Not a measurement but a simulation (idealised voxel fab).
process module | voxel tone inversion
cross-section cut | 220 nm wide | cells 5 nm
A cross-section is a grid of square cells, given in bands from the top down. A band is one or more rows of cells.
Each band's line starts with the height of the band's top and of its bottom, in nm. Then come its materials from left to right, each with its width in nm. One material with "throughout" fills the band from edge to edge. "air" is empty space.
Height 0 is the level under which the wafer as received is all one material. The lowest band goes on downwards, as in "0 down".
A width such as "30 to 40" changes by the same amount from each row of cells to the next, from the band's top row to its bottom row.
"no change" after a step means that no cell of the cross-section changed.
closed voids: empty space of 8 cells or more with no open way to the top, each as width x height at its distance from the left edge, in nm
after a step's settings: what the simulator itself notes on the step
overlay nm, on a step with a mask: how far to the right of its planned place the mask lay; to the left if negative
plan
1 op RECEIVE | material Si
2 op CONFORMAL_DEP | material SiN | thk nm 5
3 op DIRECTIONAL_DEP | material polySi | thk nm 15
4 op PATTERN | tone cover | mask id POSTS | material resist | width nm 20 | pitch nm 40 | thk nm 25 | overlay nm 0
5 op DIRECTIONAL_ETCH | etch materials polySi | depth nm 15
6 op STRIP | etch materials resist
7 op FILL_DEP | material lowk | thk nm 10
8 op CMP | height nm 20
9 op STRIP | etch materials polySi
first wafer, as planned
as received, after step 1
  0 down: Si throughout
  closed voids: none
after step 2
  5 to 0: SiN throughout
  below 0: unchanged
after step 3
  20 to 5: polySi throughout
  below 5: unchanged
after step 4
  45 to 20: air 60 | resist 20 | air 20 | resist 20 | air 20 | resist 20 | air 60
  below 20: unchanged
after step 5
  45 to 20: air 60 | resist 20 | air 20 | resist 20 | air 20 | resist 20 | air 60
  20 to 5: air 60 | polySi 20 | air 20 | polySi 20 | air 20 | polySi 20 | air 60
  below 5: unchanged
after step 6
  20 to 5: air 60 | polySi 20 | air 20 | polySi 20 | air 20 | polySi 20 | air 60
  below 5: unchanged
after step 7
  30 to 20: lowk throughout
  20 to 5: lowk 60 | polySi 20 | lowk 20 | polySi 20 | lowk 20 | polySi 20 | lowk 60
  below 5: unchanged
after step 8
  20 to 5: lowk 60 | polySi 20 | lowk 20 | polySi 20 | lowk 20 | polySi 20 | lowk 60
  below 5: unchanged
after step 9
  20 to 5: lowk 60 | air 20 | lowk 20 | air 20 | lowk 20 | air 20 | lowk 60
  below 5: unchanged
second wafer: like start, like plan, one mistake. Through step 8 it matches the first wafer
when step 9 should have ended
  20 to 5: lowk 60 | air 20 | lowk 20 | air 20 | lowk 20 | air 20 | lowk 60
  below 5: unchanged
what went wrong: step 9 was run twice
at the end the two cross-sections are the same: no effect in what this model computes
